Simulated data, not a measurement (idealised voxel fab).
You're looking at the process module voxel gate over fins.
Shown is cross-section cut, with a width of 195 nm and square cells of size 5 nm.
Cross-section format: a grid of square cells, given as bands from top to bottom; each band is one or more rows of cells. Look at the band entry: it leads with the top's height and the bottom's height in nm. Then it lists the materials left to right, with a width in nm for each. The word "throughout" on a single material says that material fills the band edge to edge. The word "blank" is empty space. We count height from 0. Below that, the starting wafer is all one material. The lowest band never ends at the bottom but goes on down; see "z 0 and below" for how that is written. The expression "30 to 40" gives the width at the extremes of the band, the first number at its top row of cells and the second at its bottom row, with the width changing by equal amounts from each row to the next in between. Any step labelled "all unchanged" changed none of the cells in the cross-section. "Cavities, closed": empty spaces of 8 cells or more with no open way to the top, each given as width x height at distance, distance from the left edge, all in nm. On a step's line, text after the settings is the simulator commenting on that step. Each step line may optionally specify "overlay nm", which for a step with a mask gives the rightward distance between the mask's planned place and where it lay, a negative value indicating the leftward direction.

List of planned process steps
1 RECEIVE: material Si
2 CONFORMAL_DEP: material SiN, thk nm 5
3 PATTERN: tone cover, mask id FINS, material resist, width nm 15, pitch nm 40, thk nm 20, overlay nm 0
4 DIRECTIONAL_ETCH: etch materials SiN, depth nm 5
5 DIRECTIONAL_ETCH: etch materials Si, depth nm 35
6 STRIP: etch materials resist
7 OXIDIZE: depth nm 5
8 FILL_DEP: material SiO2, thk nm 15
9 CMP: height nm 5
10 SELECTIVE_ETCH: etch materials SiO2, depth nm 20
11 STRIP: etch materials SiN
12 CONFORMAL_DEP: material HfO2, thk nm 5
13 CONFORMAL_DEP: material TiN, thk nm 5
14 FILL_DEP: material W, thk nm 15
15 CMP: height nm 20
16 CONFORMAL_DEP: material SiCN, thk nm 10

As received (post step 1): cross-section
z 0 and below: Si throughout
Cavities, closed: none

The cross-section shown corresponds to the wafer at the conclusion of the module. The initial structure and the process plan are those presented above; however, one mistake occurred in executing the plan
z 30 to 20: SiCN throughout
z 20 to 10: W throughout
z 10 to 5: TiN (75), W (5), TiN (35), W (5), TiN (75)
z 5 to 0: HfO2 (70), TiN (5), W (5), TiN (5), HfO2 (25), TiN (5), W (5), TiN (5), HfO2 (70)
z 0 to -5: Si (65), HfO2 (5), TiN (5), W (5), TiN (5), HfO2 (5), Si (15), HfO2 (5), TiN (5), W (5), TiN (5), HfO2 (5), Si (65)
z -5 to -10: Si (65), HfO2 (5), TiN (15), HfO2 (5), Si (15), HfO2 (5), TiN (15), HfO2 (5), Si (65)
z -10 to -15: Si (65), HfO2 (25), Si (15), HfO2 (25), Si (65)
z -15 to -40: Si (65), SiO2 (25), Si (15), SiO2 (25), Si (65)
z -40 and below: Si throughout
Cavities, closed: none
Plan not followed: rather than as planned, step 3 actually ran as PATTERN: tone open, mask id FINS, material resist, width nm 15, pitch nm 40, thk nm 20, overlay nm 0
